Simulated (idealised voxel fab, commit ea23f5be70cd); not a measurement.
process module | voxel ribs on slabs
cross-section cut | 185 nm wide | cells 5 nm
A cross-section is a grid of square cells, given in bands from the top down. A band is one or more rows of cells.
Each band's line starts with the height of the band's top and of its bottom, in nm. Then come its materials from left to right, each with its width in nm. One material with "throughout" fills the band from edge to edge. "air" is empty space.
Height 0 is the level under which the wafer as received is all one material. The lowest band goes on downwards, as in "0 down".
A width such as "30 to 40" changes by the same amount from each row of cells to the next, from the band's top row to its bottom row.
"no change" after a step means that no cell of the cross-section changed.
closed voids: empty space of 8 cells or more with no open way to the top, each as width x height at its distance from the left edge, in nm
after a step's settings: what the simulator itself notes on the step
overlay nm, on a step with a mask: how far to the right of its planned place the mask lay; to the left if negative
plan
1 op RECEIVE | material Si
2 op DIRECTIONAL_DEP | material SiO2 | thk nm 25
3 op DIRECTIONAL_DEP | material polySi | thk nm 15
4 op PATTERN | tone cover | mask id RIB | material resist | width nm 25 | thk nm 15 | overlay nm 0
5 op DIRECTIONAL_ETCH | etch materials polySi | depth nm 10
6 op STRIP | etch materials resist
7 op MASKED_ETCH | tone cover | mask id SLAB | width nm 65 | etch materials polySi | depth nm 5 | overlay nm 0
8 op FILL_DEP | material SiO2 | thk nm 20
9 op CMP | height nm 50
10 op DIRECTIONAL_DEP | material TiN | thk nm 10
11 op MASKED_ETCH | tone cover | mask id HEATER | width nm 35 | etch materials TiN | depth nm 10 | overlay nm 0
12 op CONFORMAL_DEP | material SiN | thk nm 5
as received, after step 1
  0 down: Si throughout
  closed voids: none
first wafer at the end, as planned
  65 to 60: air 70 | SiN 45 | air 70
  60 to 55: air 70 | SiN 5 | TiN 35 | SiN 5 | air 70
  55 to 50: SiN 75 | TiN 35 | SiN 75
  50 to 40: SiO2 throughout
  40 to 30: SiO2 80 | polySi 25 | SiO2 80
  30 to 25: SiO2 60 | polySi 65 | SiO2 60
  25 to 0: SiO2 throughout
  0 down: Si throughout
  closed voids: none
second wafer at the end: like start, like plan, one mistake
  65 to 60: air 70 | SiN 45 | air 70
  60 to 55: air 70 | SiN 5 | TiN 35 | SiN 5 | air 70
  55 to 50: SiN 75 | TiN 35 | SiN 75
  50 to 30: SiO2 throughout
  30 to 25: SiO2 60 | polySi 20 | SiO2 25 | polySi 20 | SiO2 60
  25 to 0: SiO2 throughout
  0 down: Si throughout
  closed voids: none
what went wrong: steps 3 and 4 were swapped
at the end the second wafer has, in cells: 15 more of SiO2 | 15 fewer of polySi
